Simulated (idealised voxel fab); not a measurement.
process module | voxel wiring stack
cross-section cut | 215 nm wide | cells 5 nm
A cross-section is a grid of square cells, given in bands from the top down. A band is one or more rows of cells.
Each band's line starts with the height of the band's top and of its bottom, in nm. Then come its materials from left to right, each with its width in nm. One material with "throughout" fills the band from edge to edge. "air" is empty space.
Height 0 is the level under which the wafer as received is all one material. The lowest band goes on downwards, as in "0 down".
A width such as "30 to 40" changes by the same amount from each row of cells to the next, from the band's top row to its bottom row.
"no change" after a step means that no cell of the cross-section changed.
closed voids: empty space of 8 cells or more with no open way to the top, each as width x height at its distance from the left edge, in nm
after a step's settings: what the simulator itself notes on the step
overlay nm, on a step with a mask: how far to the right of its planned place the mask lay; to the left if negative
plan
1 op RECEIVE | material Si
2 op CONFORMAL_DEP | material SiO2 | thk nm 10
3 op DIRECTIONAL_DEP | material TiN | thk nm 5
4 op DIRECTIONAL_DEP | material Ru | thk nm 15
5 op MASKED_ETCH | tone cover | mask id METAL_1 | width nm 25 | pitch nm 50 | etch materials Ru | depth nm 15 | overlay nm 0
6 op MASKED_ETCH | tone cover | mask id METAL_1 | width nm 25 | pitch nm 50 | etch materials TiN | depth nm 5 | overlay nm 0
7 op FILL_DEP | material lowk | thk nm 5
8 op CMP | height nm 30
9 op CONFORMAL_DEP | material SiCN | thk nm 5
10 op DIRECTIONAL_DEP | material SiO2 | thk nm 15
11 op PATTERN | tone open | mask id PLUG_1 | material resist | width nm 15 | thk nm 15 | overlay nm 0
12 op DIRECTIONAL_ETCH | etch materials SiO2 | depth nm 15
13 op DIRECTIONAL_ETCH | etch materials SiCN | depth nm 5
14 op STRIP | etch materials resist
15 op EPI | material Ru | thk nm 10
16 op EPI | material Ru | thk nm 10
17 op DIRECTIONAL_DEP | material TiN | thk nm 5
18 op DIRECTIONAL_DEP | material Ru | thk nm 20
19 op DIRECTIONAL_DEP | material aC | thk nm 15
20 op PATTERN | tone cover | mask id METAL_2 | material resist | width nm 25 | pitch nm 50 | thk nm 35 | overlay nm 0
21 op DIRECTIONAL_ETCH | etch materials aC | depth nm 15
22 op STRIP | etch materials resist
23 op DIRECTIONAL_ETCH | etch materials Ru | depth nm 20
24 op DIRECTIONAL_ETCH | etch materials TiN | depth nm 5
25 op STRIP | etch materials aC
26 op CONFORMAL_DEP | material SiN | thk nm 5
27 op FILL_DEP | material SiO2 | thk nm 5
28 op CMP | height nm 75
29 op CONFORMAL_DEP | material SiCN | thk nm 5
30 op DIRECTIONAL_DEP | material lowk | thk nm 10
31 op MASKED_ETCH | tone open | mask id PLUG_2 | width nm 15 | pitch nm 50 | etch materials lowk | depth nm 5 | overlay nm 0
32 op MASKED_ETCH | tone open | mask id PLUG_2 | width nm 15 | pitch nm 50 | etch materials SiCN | depth nm 5 | overlay nm 0
33 op CONFORMAL_DEP | material TiN | thk nm 5
34 op FILL_DEP | material Ru | thk nm 10
35 op CMP | height nm 90
36 op CONFORMAL_DEP | material SiCN | thk nm 5
37 op DIRECTIONAL_DEP | material SiO2 | thk nm 20
38 op PATTERN | tone open | mask id METAL_3 | material resist | width nm 25 | pitch nm 50 | thk nm 15 | overlay nm 0
39 op DIRECTIONAL_ETCH | etch materials SiO2 | depth nm 20
40 op DIRECTIONAL_ETCH | etch materials SiCN | depth nm 5
41 op STRIP | etch materials resist
42 op CONFORMAL_DEP | material TiN | thk nm 5
43 op FILL_DEP | material W | thk nm 10
44 op CMP | height nm 115
45 op EPI | material Ru | thk nm 5
46 op FILL_DEP | material SiCN | thk nm 5
47 op DIRECTIONAL_DEP | material lowk | thk nm 30
48 op DIRECTIONAL_DEP | material aC | thk nm 10
49 op PATTERN | tone open | mask id METAL_4_HOLES | material resist | width nm 15 | thk nm 30 | overlay nm 0
50 op DIRECTIONAL_ETCH | etch materials aC | depth nm 10
51 op STRIP | etch materials resist
52 op DIRECTIONAL_ETCH | etch materials lowk | depth nm 30
53 op STRIP | etch materials aC
54 op DIRECTIONAL_DEP | material aC | thk nm 10
55 op PATTERN | tone open | mask id METAL_4 | material resist | width nm 25 | pitch nm 50 | thk nm 25 | overlay nm 0
56 op DIRECTIONAL_ETCH | etch materials aC | depth nm 10
57 op STRIP | etch materials resist
58 op DIRECTIONAL_ETCH | etch materials lowk | depth nm 15
59 op DIRECTIONAL_ETCH | etch materials SiCN | depth nm 5
60 op STRIP | etch materials aC
61 op CONFORMAL_DEP | material TiN | thk nm 5
62 op FILL_DEP | material Cu | thk nm 5
63 op CMP | height nm 155
64 op CONFORMAL_DEP | material SiN | thk nm 5
varied across the wafers: depth nm of step 31. The plan shows the first wafer's value. All wafers start alike
first wafer as received, after step 1
  0 down: Si throughout
  closed voids: none
each wafer at the end: cells of each material gained (+) or lost (-) since it was received, then its closed voids
depth nm 5 | +16 Cu | +96 Ru | +185 SiCN | +92 SiN | +454 SiO2 | +78 TiN | +24 W | +431 lowk | closed voids: none
depth nm 10 | +16 Cu | +100 Ru | +179 SiCN | +92 SiN | +454 SiO2 | +86 TiN | +24 W | +425 lowk | closed voids: none
depth nm 15 | +16 Cu | +100 Ru | +179 SiCN | +92 SiN | +454 SiO2 | +86 TiN | +24 W | +425 lowk | closed voids: none
depth nm 20 | +16 Cu | +100 Ru | +179 SiCN | +92 SiN | +454 SiO2 | +86 TiN | +24 W | +425 lowk | closed voids: none
depth nm 25 | +16 Cu | +100 Ru | +179 SiCN | +92 SiN | +454 SiO2 | +86 TiN | +24 W | +425 lowk | closed voids: none
